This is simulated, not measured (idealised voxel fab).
The following is a process module called voxel double patterning.
Section shown: cut. Width: 165 nm. Cell size: 5 nm, square.
If you're reading a cross-section in this doc, picture square cells in a grid; it comes to you as bands, top ones listed first down to the bottom, and a band can be one or more rows of cells. Within each band entry, the heights of the top and of the bottom of the band appear first, in that order and in nm; the materials of the band then follow from left to right, each with its corresponding width in nm. The designation "full width" on a single material indicates that it fills the band from edge to edge; the designation "blank" indicates empty space. Convention: height 0 is the level below which the wafer, as received, is all one material. The lowest band does not terminate at the bottom but continues downward, represented as "0 and below". You'd read "30..40" like this: the band's top row of cells is as wide as the first number, its bottom row is as wide as the second, and going down, every row changes width by the same amount as the row before did. "nothing got changed", as given for a step, is the statement that not any cell of the cross-section underwent a change during that step. The list in "Closed void entries" covers empty spaces of 8 cells or more that cannot reach the top through any open way, and it gives each as width x height at distance; the distance is from the left edge, and width, height and distance are in nm. It should be noted that, on the line of a given step, the content following the step's settings is a remark produced by the simulator itself with respect to that step. "overlay nm", when on a step's line for a step with a mask, measures how far to the right of its planned place the mask lay; a negative measure means to the left. Everything after this point is organized in pairs: a cross-section before one process step, a cross-section after it that shows only as deep as the lowest changed band, and, under the pair, the intervening step with its settings. Because different runs of this module on the same starting wafer can supply different pairs, a pair continues from the pair above it only if its entry headed "Pre-step profile" says so.

**Pre-step profile**
- 35 down to 30: SiCN: 50; blank: 15; SiCN: 10; blank: 15; SiCN: 10; blank: 15; SiCN: 50
- 30 down to 15: SiO2 full width
- 15 down to 0: SiN full width
- 0 and below: Si full width
- Closed void entries: none

**Post-Step Geometry**
- 35 down to 30: SiCN: 50; blank: 15; SiCN: 10; blank: 15; SiCN: 10; blank: 15; SiCN: 50
- 30 down to 15: SiO2: 50; blank: 15; SiO2: 10; blank: 15; SiO2: 10; blank: 15; SiO2: 50
- For the remainder of the cross-section, below 15, there is no change.
- Closed void entries: none
Going from one cross-section above to the next, the wafer undergoes op DIRECTIONAL_ETCH | etch materials SiO2 | depth nm 15

Pre-step profile: just use the after drawing of the pair above as your starting point.

**Post-Step Geometry**
- 30 down to 15: SiO2: 50; blank: 15; SiO2: 10; blank: 15; SiO2: 10; blank: 15; SiO2: 50
- For the remainder of the cross-section, below 15, there is no change.
- Closed void entries: none
Going from one cross-section above to the next, the wafer undergoes op STRIP | etch materials SiCN

**Pre-step profile**
- 40 down to 25: aC full width
- 25 down to 20: SiCN full width
- 20 down to 5: SiO2 full width
- 5 down to 0: SiN full width
- 0 and below: Si full width
- Closed void entries: none

**Post-Step Geometry**
- 75 down to 40: resist: 50; blank: 20; resist: 30; blank: 20; resist: 45
- For the remainder of the cross-section, below 40, there is no change.
- Closed void entries: none
Going from one cross-section above to the next, the wafer undergoes op PATTERN | tone open | mask id FIRST | material resist | width nm 20 | pitch nm 50 | thk nm 35 | overlay nm 0

Pre-step profile: just use the after drawing of the pair above as your starting point.

**Post-Step Geometry**
- 60 down to 40: resist: 50; blank: 20; resist: 30; blank: 20; resist: 45
- 40 down to 25: aC: 50; blank: 20; aC: 30; blank: 20; aC: 45
- For the remainder of the cross-section, below 25, there is no change.
- Closed void entries: none
Going from one cross-section above to the next, the wafer undergoes op DIRECTIONAL_ETCH | etch materials aC | depth nm 15

Pre-step profile: just use the after drawing of the pair above as your starting point.

**Post-Step Geometry**
- 40 down to 25: aC: 50; blank: 20; aC: 30; blank: 20; aC: 45
- For the remainder of the cross-section, below 25, there is no change.
- Closed void entries: none
Going from one cross-section above to the next, the wafer undergoes op STRIP | etch materials resist

Pre-step profile: just use the after drawing of the pair above as your starting point.

**Post-Step Geometry**
- 40 down to 25: aC: 50; blank: 20; aC: 30; blank: 20; aC: 45
- 25 down to 20: SiCN: 50; blank: 20; SiCN: 30; blank: 20; SiCN: 45
- For the remainder of the cross-section, below 20, there is no change.
- Closed void entries: none
Going from one cross-section above to the next, the wafer undergoes op DIRECTIONAL_ETCH | etch materials SiCN | depth nm 5

Pre-step profile: just use the after drawing of the pair above as your starting point.

**Post-Step Geometry**
- 25 down to 20: SiCN: 50; blank: 20; SiCN: 30; blank: 20; SiCN: 45
- For the remainder of the cross-section, below 20, there is no change.
- Closed void entries: none
Going from one cross-section above to the next, the wafer undergoes op STRIP | etch materials aC

Pre-step profile: just use the after drawing of the pair above as your starting point.

**Post-Step Geometry**
- 40 down to 35: aC: 50; blank: 20; aC: 30; blank: 20; aC: 45
- 35 down to 25: aC full width
- 25 down to 20: SiCN: 50; aC: 20; SiCN: 30; aC: 20; SiCN: 45
- For the remainder of the cross-section, below 20, there is no change.
- Closed void entries: none
Going from one cross-section above to the next, the wafer undergoes op DIRECTIONAL_DEP | material aC | thk nm 15

Pre-step profile: just use the after drawing of the pair above as your starting point.

**Post-Step Geometry**
- 75 down to 40: resist: 75; blank: 15; resist: 75
- 40 down to 35: aC: 50; resist: 20; aC: 30; resist: 20; aC: 45
- For the remainder of the cross-section, below 35, there is no change.
- Closed void entries: none
Going from one cross-section above to the next, the wafer undergoes op PATTERN | tone open | mask id SECOND | material resist | width nm 15 | thk nm 35 | overlay nm 0

Pre-step profile: just use the after drawing of the pair above as your starting point.

**Post-Step Geometry**
- 60 down to 40: resist: 75; blank: 15; resist: 75
- 40 down to 35: aC: 50; resist: 20; aC: 5; blank: 15; aC: 10; resist: 20; aC: 45
- 35 down to 25: aC: 75; blank: 15; aC: 75
- For the remainder of the cross-section, below 25, there is no change.
- Closed void entries: none
Going from one cross-section above to the next, the wafer undergoes op DIRECTIONAL_ETCH | etch materials aC | depth nm 15

Pre-step profile: just use the after drawing of the pair above as your starting point.

**Post-Step Geometry**
- 40 down to 35: aC: 50; blank: 20; aC: 5; blank: 15; aC: 10; blank: 20; aC: 45
- For the remainder of the cross-section, below 35, there is no change.
- Closed void entries: none
Going from one cross-section above to the next, the wafer undergoes op STRIP | etch materials resist

Pre-step profile: just use the after drawing of the pair above as your starting point.

**Post-Step Geometry**
- 40 down to 35: aC: 50; blank: 20; aC: 5; blank: 15; aC: 10; blank: 20; aC: 45
- 35 down to 25: aC: 75; blank: 15; aC: 75
- 25 down to 20: SiCN: 50; aC: 20; SiCN: 5; blank: 15; SiCN: 10; aC: 20; SiCN: 45
- For the remainder of the cross-section, below 20, there is no change.
- Closed void entries: none
Going from one cross-section above to the next, the wafer undergoes op DIRECTIONAL_ETCH | etch materials SiCN | depth nm 5

Pre-step profile: just use the after drawing of the pair above as your starting point.

**Post-Step Geometry**
- 25 down to 20: SiCN: 50; blank: 20; SiCN: 5; blank: 15; SiCN: 10; blank: 20; SiCN: 45
- For the remainder of the cross-section, below 20, there is no change.
- Closed void entries: none
Going from one cross-section above to the next, the wafer undergoes op STRIP | etch materials aC

Pre-step profile: just use the after drawing of the pair above as your starting point.

**Post-Step Geometry**
- 25 down to 20: SiCN: 50; blank: 20; SiCN: 5; blank: 15; SiCN: 10; blank: 20; SiCN: 45
- 20 down to 5: SiO2: 50; blank: 20; SiO2: 5; blank: 15; SiO2: 10; blank: 20; SiO2: 45
- For the remainder of the cross-section, below 5, there is no change.
- Closed void entries: none
Going from one cross-section above to the next, the wafer undergoes op DIRECTIONAL_ETCH | etch materials SiO2 | depth nm 15

Pre-step profile: just use the after drawing of the pair above as your starting point.

**Post-Step Geometry**
- 20 down to 5: SiO2: 50; blank: 20; SiO2: 5; blank: 15; SiO2: 10; blank: 20; SiO2: 45
- For the remainder of the cross-section, below 5, there is no change.
- Closed void entries: none
Going from one cross-section above to the next, the wafer undergoes op STRIP | etch materials SiCN

**Pre-step profile**
- 40 down to 25: aC full width
- 25 down to 20: SiCN full width
- 20 down to 5: SiO2 full width
- 5 down to 0: SiN full width
- 0 and below: Si full width
- Closed void entries: none

**Post-Step Geometry**
- 75 down to 40: resist: 60; blank: 15; resist: 35; blank: 15; resist: 40
- For the remainder of the cross-section, below 40, there is no change.
- Closed void entries: none
Going from one cross-section above to the next, the wafer undergoes op PATTERN | tone open | mask id FIRST | material resist | width nm 15 | pitch nm 50 | thk nm 35 | overlay nm 10

Pre-step profile: just use the after drawing of the pair above as your starting point.

**Post-Step Geometry**
- 60 down to 40: resist: 60; blank: 15; resist: 35; blank: 15; resist: 40
- 40 down to 25: aC: 60; blank: 15; aC: 35; blank: 15; aC: 40
- For the remainder of the cross-section, below 25, there is no change.
- Closed void entries: none
Going from one cross-section above to the next, the wafer undergoes op DIRECTIONAL_ETCH | etch materials aC | depth nm 15

Pre-step profile: just use the after drawing of the pair above as your starting point.

**Post-Step Geometry**
- 40 down to 25: aC: 60; blank: 15; aC: 35; blank: 15; aC: 40
- For the remainder of the cross-section, below 25, there is no change.
- Closed void entries: none
Going from one cross-section above to the next, the wafer undergoes op STRIP | etch materials resist

Pre-step profile: just use the after drawing of the pair above as your starting point.

**Post-Step Geometry**
- 40 down to 25: aC: 60; blank: 15; aC: 35; blank: 15; aC: 40
- 25 down to 20: SiCN: 60; blank: 15; SiCN: 35; blank: 15; SiCN: 40
- For the remainder of the cross-section, below 20, there is no change.
- Closed void entries: none
Going from one cross-section above to the next, the wafer undergoes op DIRECTIONAL_ETCH | etch materials SiCN | depth nm 5

Pre-step profile: just use the after drawing of the pair above as your starting point.

**Post-Step Geometry**
- 25 down to 20: SiCN: 60; blank: 15; SiCN: 35; blank: 15; SiCN: 40
- For the remainder of the cross-section, below 20, there is no change.
- Closed void entries: none
Going from one cross-section above to the next, the wafer undergoes op STRIP | etch materials aC

Pre-step profile: just use the after drawing of the pair above as your starting point.

**Post-Step Geometry**
- 40 down to 35: aC: 60; blank: 15; aC: 35; blank: 15; aC: 40
- 35 down to 25: aC full width
- 25 down to 20: SiCN: 60; aC: 15; SiCN: 35; aC: 15; SiCN: 40
- For the remainder of the cross-section, below 20, there is no change.
- Closed void entries: none
Going from one cross-section above to the next, the wafer undergoes op DIRECTIONAL_DEP | material aC | thk nm 15

Pre-step profile: just use the after drawing of the pair above as your starting point.

**Post-Step Geometry**
- 75 down to 40: resist: 75; blank: 15; resist: 75
- 40 down to 35: aC: 60; resist: 15; aC: 35; resist: 15; aC: 40
- For the remainder of the cross-section, below 35, there is no change.
- Closed void entries: none
Going from one cross-section above to the next, the wafer undergoes op PATTERN | tone open | mask id SECOND | material resist | width nm 15 | thk nm 35 | overlay nm 0

Pre-step profile: just use the after drawing of the pair above as your starting point.

**Post-Step Geometry**
- 60 down to 40: resist: 75; blank: 15; resist: 75
- 40 down to 35: aC: 60; resist: 15; blank: 15; aC: 20; resist: 15; aC: 40
- 35 down to 25: aC: 75; blank: 15; aC: 75
- For the remainder of the cross-section, below 25, there is no change.
- Closed void entries: none
Going from one cross-section above to the next, the wafer undergoes op DIRECTIONAL_ETCH | etch materials aC | depth nm 15

Pre-step profile: just use the after drawing of the pair above as your starting point.

**Post-Step Geometry**
- 40 down to 35: aC: 60; blank: 30; aC: 20; blank: 15; aC: 40
- For the remainder of the cross-section, below 35, there is no change.
- Closed void entries: none
Going from one cross-section above to the next, the wafer undergoes op STRIP | etch materials resist

Pre-step profile: just use the after drawing of the pair above as your starting point.

**Post-Step Geometry**
- 40 down to 35: aC: 60; blank: 30; aC: 20; blank: 15; aC: 40
- 35 down to 25: aC: 75; blank: 15; aC: 75
- 25 down to 20: SiCN: 60; aC: 15; blank: 15; SiCN: 20; aC: 15; SiCN: 40
- For the remainder of the cross-section, below 20, there is no change.
- Closed void entries: none
Going from one cross-section above to the next, the wafer undergoes op DIRECTIONAL_ETCH | etch materials SiCN | depth nm 5

Pre-step profile: just use the after drawing of the pair above as your starting point.

**Post-Step Geometry**
- 25 down to 20: SiCN: 60; blank: 30; SiCN: 20; blank: 15; SiCN: 40
- For the remainder of the cross-section, below 20, there is no change.
- Closed void entries: none
Going from one cross-section above to the next, the wafer undergoes op STRIP | etch materials aC

Pre-step profile: just use the after drawing of the pair above as your starting point.

**Post-Step Geometry**
- 25 down to 20: SiCN: 60; blank: 30; SiCN: 20; blank: 15; SiCN: 40
- 20 down to 5: SiO2: 60; blank: 30; SiO2: 20; blank: 15; SiO2: 40
- For the remainder of the cross-section, below 5, there is no change.
- Closed void entries: none
Going from one cross-section above to the next, the wafer undergoes op DIRECTIONAL_ETCH | etch materials SiO2 | depth nm 15

Pre-step profile: just use the after drawing of the pair above as your starting point.

**Post-Step Geometry**
- 20 down to 5: SiO2: 60; blank: 30; SiO2: 20; blank: 15; SiO2: 40
- For the remainder of the cross-section, below 5, there is no change.
- Closed void entries: none
Going from one cross-section above to the next, the wafer undergoes op STRIP | etch materials SiCN

**Pre-step profile**
- 5 down to 0: SiN full width
- 0 and below: Si full width
- Closed void entries: none

**Post-Step Geometry**
- 20 down to 0: SiN full width
- For the remainder of the cross-section, below 0, there is no change.
- Closed void entries: none
Going from one cross-section above to the next, the wafer undergoes op DIRECTIONAL_DEP | material SiN | thk nm 15

Pre-step profile: just use the after drawing of the pair above as your starting point.

**Post-Step Geometry**
- 25 down to 20: SiCN full width
- For the remainder of the cross-section, below 20, there is no change.
- Closed void entries: none
Going from one cross-section above to the next, the wafer undergoes op DIRECTIONAL_DEP | material SiCN | thk nm 5

Pre-step profile: just use the after drawing of the pair above as your starting point.

**Post-Step Geometry**
- 40 down to 25: aC full width
- For the remainder of the cross-section, below 25, there is no change.
- Closed void entries: none
Going from one cross-section above to the next, the wafer undergoes op DIRECTIONAL_DEP | material aC | thk nm 15

Pre-step profile: just use the after drawing of the pair above as your starting point.

**Post-Step Geometry**
- 75 down to 40: resist: 50; blank: 15; resist: 35; blank: 15; resist: 50
- For the remainder of the cross-section, below 40, there is no change.
- Closed void entries: none
Going from one cross-section above to the next, the wafer undergoes op PATTERN | tone open | mask id FIRST | material resist | width nm 15 | pitch nm 50 | thk nm 35 | overlay nm 0

Pre-step profile: just use the after drawing of the pair above as your starting point.

**Post-Step Geometry**
- 60 down to 40: resist: 50; blank: 15; resist: 35; blank: 15; resist: 50
- 40 down to 25: aC: 50; blank: 15; aC: 35; blank: 15; aC: 50
- For the remainder of the cross-section, below 25, there is no change.
- Closed void entries: none
Going from one cross-section above to the next, the wafer undergoes op DIRECTIONAL_ETCH | etch materials aC | depth nm 15

Pre-step profile: just use the after drawing of the pair above as your starting point.

**Post-Step Geometry**
- 40 down to 25: aC: 50; blank: 15; aC: 35; blank: 15; aC: 50
- For the remainder of the cross-section, below 25, there is no change.
- Closed void entries: none
Going from one cross-section above to the next, the wafer undergoes op STRIP | etch materials resist

Pre-step profile: just use the after drawing of the pair above as your starting point.

**Post-Step Geometry**
- 40 down to 25: aC: 50; blank: 15; aC: 35; blank: 15; aC: 50
- 25 down to 20: SiCN: 50; blank: 15; SiCN: 35; blank: 15; SiCN: 50
- For the remainder of the cross-section, below 20, there is no change.
- Closed void entries: none
Going from one cross-section above to the next, the wafer undergoes op DIRECTIONAL_ETCH | etch materials SiCN | depth nm 5

Pre-step profile: just use the after drawing of the pair above as your starting point.

**Post-Step Geometry**
- 25 down to 20: SiCN: 50; blank: 15; SiCN: 35; blank: 15; SiCN: 50
- For the remainder of the cross-section, below 20, there is no change.
- Closed void entries: none
Going from one cross-section above to the next, the wafer undergoes op STRIP | etch materials aC

Pre-step profile: just use the after drawing of the pair above as your starting point.

**Post-Step Geometry**
- 40 down to 35: aC: 50; blank: 15; aC: 35; blank: 15; aC: 50
- 35 down to 25: aC full width
- 25 down to 20: SiCN: 50; aC: 15; SiCN: 35; aC: 15; SiCN: 50
- For the remainder of the cross-section, below 20, there is no change.
- Closed void entries: none
Going from one cross-section above to the next, the wafer undergoes op DIRECTIONAL_DEP | material aC | thk nm 15

Pre-step profile: just use the after drawing of the pair above as your starting point.

**Post-Step Geometry**
- 75 down to 40: resist: 75; blank: 15; resist: 75
- 40 down to 35: aC: 50; resist: 15; aC: 35; resist: 15; aC: 50
- For the remainder of the cross-section, below 35, there is no change.
- Closed void entries: none
Going from one cross-section above to the next, the wafer undergoes op PATTERN | tone open | mask id SECOND | material resist | width nm 15 | thk nm 35 | overlay nm 0

Pre-step profile: just use the after drawing of the pair above as your starting point.

**Post-Step Geometry**
- 60 down to 40: resist: 75; blank: 15; resist: 75
- 40 down to 35: aC: 50; resist: 15; aC: 10; blank: 15; aC: 10; resist: 15; aC: 50
- 35 down to 25: aC: 75; blank: 15; aC: 75
- For the remainder of the cross-section, below 25, there is no change.
- Closed void entries: none
Going from one cross-section above to the next, the wafer undergoes op DIRECTIONAL_ETCH | etch materials aC | depth nm 15

Pre-step profile: just use the after drawing of the pair above as your starting point.

**Post-Step Geometry**
- 40 down to 35: aC: 50; blank: 15; aC: 10; blank: 15; aC: 10; blank: 15; aC: 50
- For the remainder of the cross-section, below 35, there is no change.
- Closed void entries: none
Going from one cross-section above to the next, the wafer undergoes op STRIP | etch materials resist

Pre-step profile: just use the after drawing of the pair above as your starting point.

**Post-Step Geometry**
- 40 down to 35: aC: 50; blank: 15; aC: 10; blank: 15; aC: 10; blank: 15; aC: 50
- 35 down to 25: aC: 75; blank: 15; aC: 75
- 25 down to 20: SiCN: 50; aC: 15; SiCN: 10; blank: 15; SiCN: 10; aC: 15; SiCN: 50
- For the remainder of the cross-section, below 20, there is no change.
- Closed void entries: none
Going from one cross-section above to the next, the wafer undergoes op DIRECTIONAL_ETCH | etch materials SiCN | depth nm 5

Pre-step profile: just use the after drawing of the pair above as your starting point.

**Post-Step Geometry**
- 25 down to 20: SiCN: 50; blank: 15; SiCN: 10; blank: 15; SiCN: 10; blank: 15; SiCN: 50
- For the remainder of the cross-section, below 20, there is no change.
- Closed void entries: none
Going from one cross-section above to the next, the wafer undergoes op STRIP | etch materials aC

Pre-step profile: just use the after drawing of the pair above as your starting point.

**Post-Step Geometry**
- 20 down to 0: SiN full width
- For the remainder of the cross-section, below 0, there is no change.
- Closed void entries: none
Going from one cross-section above to the next, the wafer undergoes op STRIP | etch materials SiCN

**Pre-step profile**
- 40 down to 35: aC: 50; blank: 15; aC: 35; blank: 15; aC: 50
- 35 down to 25: aC full width
- 25 down to 20: SiCN: 50; aC: 15; SiCN: 35; aC: 15; SiCN: 50
- 20 down to 5: SiO2 full width
- 5 down to 0: SiN full width
- 0 and below: Si full width
- Closed void entries: none

**Post-Step Geometry**
- 75 down to 40: blank: 75; resist: 15; blank: 75
- For the remainder of the cross-section, below 40, there is no change.
- Closed void entries: none
Going from one cross-section above to the next, the wafer undergoes op PATTERN | tone cover | mask id SECOND | material resist | width nm 15 | thk nm 35 | overlay nm 0

Pre-step profile: just use the after drawing of the pair above as your starting point.

**Post-Step Geometry**
- 60 down to 40: blank: 75; resist: 15; blank: 75
- 40 down to 25: blank: 75; aC: 15; blank: 75
- 25 down to 20: SiCN: 50; blank: 15; SiCN: 35; blank: 15; SiCN: 50
- For the remainder of the cross-section, below 20, there is no change.
- Closed void entries: none
Going from one cross-section above to the next, the wafer undergoes op DIRECTIONAL_ETCH | etch materials aC | depth nm 15

Pre-step profile: just use the after drawing of the pair above as your starting point.

**Post-Step Geometry**
- 40 down to 25: blank: 75; aC: 15; blank: 75
- For the remainder of the cross-section, below 25, there is no change.
- Closed void entries: none
Going from one cross-section above to the next, the wafer undergoes op STRIP | etch materials resist

Pre-step profile: just use the after drawing of the pair above as your starting point.

**Post-Step Geometry**
- 40 down to 25: blank: 75; aC: 15; blank: 75
- 25 down to 20: blank: 75; SiCN: 15; blank: 75
- For the remainder of the cross-section, below 20, there is no change.
- Closed void entries: none
Going from one cross-section above to the next, the wafer undergoes op DIRECTIONAL_ETCH | etch materials SiCN | depth nm 5

Pre-step profile: just use the after drawing of the pair above as your starting point.

**Post-Step Geometry**
- 25 down to 20: blank: 75; SiCN: 15; blank: 75
- For the remainder of the cross-section, below 20, there is no change.
- Closed void entries: none
Going from one cross-section above to the next, the wafer undergoes op STRIP | etch materials aC

Pre-step profile: just use the after drawing of the pair above as your starting point.

**Post-Step Geometry**
- 25 down to 20: blank: 75; SiCN: 15; blank: 75
- 20 down to 5: blank: 75; SiO2: 15; blank: 75
- For the remainder of the cross-section, below 5, there is no change.
- Closed void entries: none
Going from one cross-section above to the next, the wafer undergoes op DIRECTIONAL_ETCH | etch materials SiO2 | depth nm 15

Pre-step profile: just use the after drawing of the pair above as your starting point.

**Post-Step Geometry**
- 20 down to 5: blank: 75; SiO2: 15; blank: 75
- For the remainder of the cross-section, below 5, there is no change.
- Closed void entries: none
Going from one cross-section above to the next, the wafer undergoes op STRIP | etch materials SiCN
